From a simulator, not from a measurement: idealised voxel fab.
Process module in this document: voxel local oxidation
This is section cut - it's 175 nm across, gridded in 5 nm square cells.
We lay out every cross-section as a grid of square cells and spell it out in bands from the top down, where one band means one or more rows of cells. Per band: top height and bottom height in nm, followed by the left-to-right materials and their widths in nm; "throughout" marks a single material spanning edge to edge, "air" marks empty space. Height is counted from the level 0, under which the received wafer is composed throughout of one material. The lowest of the bands is not closed at the bottom but continues downward, in the notation "0 down". With a width like "30->40", each row of cells in the band differs from the next by the same amount, the top row carrying the first number and the bottom row the second. "no change" -> step changed no cross-section cell. "Enclosed cavity list" enumerates empty spaces isolated from the top, with no open way to it, that contain at least 8 cells, giving each as width x height at distance from the left edge, all three in nm. Where a step's line continues beyond its settings, the continuation is a remark by the simulator itself on that step. overlay nm: mask right of planned place by this much (step with mask). Neg. = left.

### plan
1,RECEIVE,material Si
2,OXIDIZE,depth nm 5
3,CONFORMAL_DEP,material SiN,thk nm 10
4,MASKED_ETCH,tone cover,mask id ACTIVE,width nm 115,etch materials SiN,depth nm 10,overlay nm 0
5,SELECTIVE_ETCH,etch materials SiO2,depth nm 5
6,OXIDIZE,depth nm 5
7,STRIP,etch materials SiN
The wafers are alike at the start. At step 6, their depth nm differs. The plan lists the first wafer's value.

### First of several wafers, received after step 1, in cross-section
> 0 down: Si throughout
> Enclosed cavity list: none

### Module end state after final step 7: cross-section of the first of several wafers
> 0 to -5: 35 nm air, 105 nm SiO2, 35 nm air
> -5 to -10: 40 nm SiO2, 95 nm Si, 40 nm SiO2
> -10 down: Si throughout
> Enclosed cavity list: none

### X-section, last wafer, module end
> 0 to -5: 35 nm air, 105 nm SiO2, 35 nm air
> -5 to -35: 65 nm SiO2, 45 nm Si, 65 nm SiO2
> -35 down: Si throughout
> Enclosed cavity list: none

### Where each wafer stands at the end of the module, a row apiece: cells of each material gained (+) or lost (-) since it was received, then closed voids
depth nm 5, -51 Si, +37 SiO2, Enclosed cavity list: none
depth nm 10, -71 Si, +57 SiO2, Enclosed cavity list: none
depth nm 15, -95 Si, +81 SiO2, Enclosed cavity list: none
depth nm 20, -123 Si, +109 SiO2, Enclosed cavity list: none
depth nm 25, -155 Si, +141 SiO2, Enclosed cavity list: none
depth nm 30, -191 Si, +177 SiO2, Enclosed cavity list: none
